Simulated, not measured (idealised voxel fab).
Name of the process module below: voxel gate over fins
Square cells of 5 nm make up the cross-section cut, whose width is 180 nm.
A cross-section is a grid of square cells, given in bands from the top down. A band is one or more rows of cells.
Top height, bottom height, nm. Materials left to right, width each, nm. Single material + "everywhere" = fills band edge to edge. "air" = empty.
Heights are measured from 0, the level below which the as-received wafer is all one material; the lowest band has no bottom and continues downward, written as in "from 0 down".
The width entry "30 to 40" should be interpreted row by row: the top row of cells in the band takes the first number, the bottom row takes the second number, and the change between adjacent rows is uniform throughout.
You'll sometimes find "remained the same" written for a step, and that's the way of saying that nowhere in the cross-section did a cell change during that step.
Empty spaces counting at least 8 cells and having no open way to the top are listed in "Closed voids list". The notation width x height at distance is used for each, the distance being from the left edge and all three values in nm.
Whatever follows a step's settings on its line is a remark the simulator itself makes about that step.
"overlay nm" denotes, for a step that has a mask, the displacement of the mask to the right of its planned place, with negative values corresponding to the left.
Steps in the process plan
- 1: RECEIVE: material Si
- 2: CONFORMAL_DEP: material SiN, thk nm 5
- 3: PATTERN: tone cover, mask id FINS, material resist, width nm 15, pitch nm 35, thk nm 15, overlay nm 0
- 4: DIRECTIONAL_ETCH: etch materials SiN, depth nm 5
- 5: DIRECTIONAL_ETCH: etch materials Si, depth nm 35
- 6: STRIP: etch materials resist
- 7: FILL_DEP: material SiO2, thk nm 5
- 8: CMP: height nm 5
- 9: SELECTIVE_ETCH: etch materials SiO2, depth nm 15
- 10: STRIP: etch materials SiN
- 11: CONFORMAL_DEP: material HfO2, thk nm 5
- 12: CONFORMAL_DEP: material TiN, thk nm 5
- 13: FILL_DEP: material W, thk nm 10
- 14: CMP: height nm 15
- 15: CONFORMAL_DEP: material SiN, thk nm 5
first wafer, as planned
Cross-section: wafer on arrival = after step 1
  from 0 down  Si everywhere
  Closed voids list: none
After step 2: wafer cross-section
  from 5 to 0  SiN everywhere
  At heights below 0, the structure remains unaltered.
After step 3: wafer cross-section
  from 20 to 5  air 45; resist 15; air 20; resist 15; air 20; resist 15; air 50
  At heights below 5, the structure remains unaltered.
After step 4: wafer cross-section
  from 20 to 5  air 45; resist 15; air 20; resist 15; air 20; resist 15; air 50
  from 5 to 0  air 45; SiN 15; air 20; SiN 15; air 20; SiN 15; air 50
  At heights below 0, the structure remains unaltered.
After step 5: wafer cross-section
  from 20 to 5  air 45; resist 15; air 20; resist 15; air 20; resist 15; air 50
  from 5 to 0  air 45; SiN 15; air 20; SiN 15; air 20; SiN 15; air 50
  from 0 to -35  air 45; Si 15; air 20; Si 15; air 20; Si 15; air 50
  At heights below -35, the structure remains unaltered.
After step 6: wafer cross-section
  from 5 to 0  air 45; SiN 15; air 20; SiN 15; air 20; SiN 15; air 50
  At heights below 0, the structure remains unaltered.
After step 7: wafer cross-section
  from 10 to 5  SiO2 everywhere
  from 5 to 0  SiO2 45; SiN 15; SiO2 20; SiN 15; SiO2 20; SiN 15; SiO2 50
  from 0 to -35  SiO2 45; Si 15; SiO2 20; Si 15; SiO2 20; Si 15; SiO2 50
  At heights below -35, the structure remains unaltered.
After step 8: wafer cross-section
  from 5 to 0  SiO2 45; SiN 15; SiO2 20; SiN 15; SiO2 20; SiN 15; SiO2 50
  At heights below 0, the structure remains unaltered.
After step 9: wafer cross-section
  from 5 to 0  air 45; SiN 15; air 20; SiN 15; air 20; SiN 15; air 50
  from 0 to -10  air 45; Si 15; air 20; Si 15; air 20; Si 15; air 50
  At heights below -10, the structure remains unaltered.
After step 10: wafer cross-section
  from 0 to -10  air 45; Si 15; air 20; Si 15; air 20; Si 15; air 50
  At heights below -10, the structure remains unaltered.
After step 11: wafer cross-section
  from 5 to 0  air 40; HfO2 25; air 10; HfO2 25; air 10; HfO2 25; air 45
  from 0 to -5  air 40; HfO2 5; Si 15; HfO2 5; air 10; HfO2 5; Si 15; HfO2 5; air 10; HfO2 5; Si 15; HfO2 5; air 45
  from -5 to -10  HfO2 45; Si 15; HfO2 20; Si 15; HfO2 20; Si 15; HfO2 50
  At heights below -10, the structure remains unaltered.
After step 12: wafer cross-section
  from 10 to 5  air 35; TiN 105; air 40
  from 5 to 0  air 35; TiN 5; HfO2 25; TiN 10; HfO2 25; TiN 10; HfO2 25; TiN 5; air 40
  from 0 to -5  TiN 40; HfO2 5; Si 15; HfO2 5; TiN 10; HfO2 5; Si 15; HfO2 5; TiN 10; HfO2 5; Si 15; HfO2 5; TiN 45
  At heights below -5, the structure remains unaltered.
After step 13: wafer cross-section
  from 20 to 10  W everywhere
  from 10 to 5  W 35; TiN 105; W 40
  from 5 to 0  W 35; TiN 5; HfO2 25; TiN 10; HfO2 25; TiN 10; HfO2 25; TiN 5; W 40
  At heights below 0, the structure remains unaltered.
After step 14: wafer cross-section
  from 15 to 10  W everywhere
  At heights below 10, the structure remains unaltered.
After step 15: wafer cross-section
  from 20 to 15  SiN everywhere
  At heights below 15, the structure remains unaltered.
Companion wafer, the second of two: same beginning, same intended sequence, one mistake in carrying it out; through step 4 inclusive it tracks the first exactly
Here is the second wafer in cross-section at the point where step 5 of the plan should have been done
  from 20 to 5  air 45; resist 15; air 20; resist 15; air 20; resist 15; air 50
  from 5 to 0  air 45; SiN 15; air 20; SiN 15; air 20; SiN 15; air 50
  from 0 to -70  air 45; Si 15; air 20; Si 15; air 20; Si 15; air 50
  At heights below -70, the structure remains unaltered.
Here is the second wafer in cross-section at the point where step 6 of the plan should have been done
  from 5 to 0  air 45; SiN 15; air 20; SiN 15; air 20; SiN 15; air 50
  At heights below 0, the structure remains unaltered.
Here is the second wafer in cross-section at the point where step 7 of the plan should have been done
  from 10 to 5  SiO2 everywhere
  from 5 to 0  SiO2 45; SiN 15; SiO2 20; SiN 15; SiO2 20; SiN 15; SiO2 50
  from 0 to -70  SiO2 45; Si 15; SiO2 20; Si 15; SiO2 20; Si 15; SiO2 50
  At heights below -70, the structure remains unaltered.
Here is the second wafer in cross-section at the point where step 8 of the plan should have been done
  from 5 to 0  SiO2 45; SiN 15; SiO2 20; SiN 15; SiO2 20; SiN 15; SiO2 50
  At heights below 0, the structure remains unaltered.
Here is the second wafer in cross-section at the point where step 9 of the plan should have been done
  from 5 to 0  air 45; SiN 15; air 20; SiN 15; air 20; SiN 15; air 50
  from 0 to -10  air 45; Si 15; air 20; Si 15; air 20; Si 15; air 50
  At heights below -10, the structure remains unaltered.
Here is the second wafer in cross-section at the point where step 10 of the plan should have been done
  from 0 to -10  air 45; Si 15; air 20; Si 15; air 20; Si 15; air 50
  At heights below -10, the structure remains unaltered.
Here is the second wafer in cross-section at the point where step 11 of the plan should have been done
  from 5 to 0  air 40; HfO2 25; air 10; HfO2 25; air 10; HfO2 25; air 45
  from 0 to -5  air 40; HfO2 5; Si 15; HfO2 5; air 10; HfO2 5; Si 15; HfO2 5; air 10; HfO2 5; Si 15; HfO2 5; air 45
  from -5 to -10  HfO2 45; Si 15; HfO2 20; Si 15; HfO2 20; Si 15; HfO2 50
  At heights below -10, the structure remains unaltered.
Here is the second wafer in cross-section at the point where step 12 of the plan should have been done
  from 10 to 5  air 35; TiN 105; air 40
  from 5 to 0  air 35; TiN 5; HfO2 25; TiN 10; HfO2 25; TiN 10; HfO2 25; TiN 5; air 40
  from 0 to -5  TiN 40; HfO2 5; Si 15; HfO2 5; TiN 10; HfO2 5; Si 15; HfO2 5; TiN 10; HfO2 5; Si 15; HfO2 5; TiN 45
  At heights below -5, the structure remains unaltered.
Here is the second wafer in cross-section at the point where step 13 of the plan should have been done
  from 20 to 10  W everywhere
  from 10 to 5  W 35; TiN 105; W 40
  from 5 to 0  W 35; TiN 5; HfO2 25; TiN 10; HfO2 25; TiN 10; HfO2 25; TiN 5; W 40
  At heights below 0, the structure remains unaltered.
Here is the second wafer in cross-section at the point where step 14 of the plan should have been done
  from 15 to 10  W everywhere
  At heights below 10, the structure remains unaltered.
Here is the second wafer in cross-section at the point where step 15 of the plan should have been done
  from 20 to 15  SiN everywhere
  At heights below 15, the structure remains unaltered.
What went wrong in running the wafer? plan step 5 was twice executed
Count the cells at the end and the second wafer has more or fewer of some materials than the first: 189 fewer of Si | 189 more of SiO2
